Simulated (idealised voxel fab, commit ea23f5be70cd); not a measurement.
The following process module bears the name voxel ribs on slabs.
Displayed cross-section: cut, width of 200 nm, square cells sized 5 nm.
If you're reading a cross-section in this doc, picture square cells in a grid; it comes to you as bands, top ones listed first down to the bottom, and a band can be one or more rows of cells.
Quick guide to a band line: top height, bottom height (nm) up front; then every material left to right with its width in nm. Only one material and it's marked "edge to edge"? Then it fills the band edge to edge. And "blank" just means empty space.
Height is counted from the level 0, under which the received wafer is composed throughout of one material. The lowest of the bands is not closed at the bottom but continues downward, in the notation "0 down".
Quick explanation for "30..40": the width changes in equal steps down the rows of cells, from the first number in the band's top row to the second number in its bottom row.
Any step labelled "no change occurred" changed none of the cells in the cross-section.
"Enclosed cavities" enumerates empty spaces isolated from the top, with no open way to it, that contain at least 8 cells, giving each as width x height at distance from the left edge, all three in nm.
Step line, after settings: the simulator's comment on this step.
Steps that use a mask can have "overlay nm" on their line. It says how far the mask sat to the right of where it was meant to be. Negative means to the left.

List of planned process steps
| 1 | RECEIVE (material Si) |
| 2 | DIRECTIONAL_DEP (material SiO2; thk nm 25) |
| 3 | DIRECTIONAL_DEP (material SiN; thk nm 20) |
| 4 | DIRECTIONAL_DEP (material aC; thk nm 10) |
| 5 | PATTERN (tone cover; mask id RIB; material resist; width nm 20; thk nm 30; overlay nm 0) |
| 6 | DIRECTIONAL_ETCH (etch materials aC; depth nm 10) |
| 7 | STRIP (etch materials resist) |
| 8 | DIRECTIONAL_ETCH (etch materials SiN; depth nm 10) |
| 9 | STRIP (etch materials aC) |
| 10 | PATTERN (tone cover; mask id SLAB; material resist; width nm 80; thk nm 15; overlay nm 0) |
| 11 | DIRECTIONAL_ETCH (etch materials SiN; depth nm 10) |
| 12 | STRIP (etch materials resist) |
| 13 | FILL_DEP (material SiO2; thk nm 25) |
| 14 | CMP (height nm 65) |
| 15 | DIRECTIONAL_DEP (material W; thk nm 10) |
| 16 | PATTERN (tone cover; mask id HEATER; material resist; width nm 30; thk nm 20; overlay nm 0) |
| 17 | DIRECTIONAL_ETCH (etch materials W; depth nm 10) |
| 18 | STRIP (etch materials resist) |
| 19 | CONFORMAL_DEP (material SiN; thk nm 5) |

Cross-section of the wafer as it came to us, i.e., already through step 1
> 0 down | Si edge to edge
> Enclosed cavities: none

End state of the module in cross-section, given the above starting point and plan and one mistake in execution
> 80 to 75 | blank 80 nm, SiN 40 nm, blank 80 nm
> 75 to 70 | blank 80 nm, SiN 5 nm, W 30 nm, SiN 5 nm, blank 80 nm
> 70 to 65 | SiN 85 nm, W 30 nm, SiN 85 nm
> 65 to 45 | SiO2 edge to edge
> 45 to 35 | SiO2 80 nm, SiN 20 nm, SiO2 100 nm
> 35 to 25 | SiO2 60 nm, SiN 80 nm, SiO2 60 nm
> 25 to 0 | SiO2 edge to edge
> 0 down | Si edge to edge
> Enclosed cavities: none
Finding, execution versus plan: step 5 did not use the planned setting and instead ran as PATTERN (tone cover; mask id RIB; material resist; width nm 20; thk nm 30; overlay nm -10)
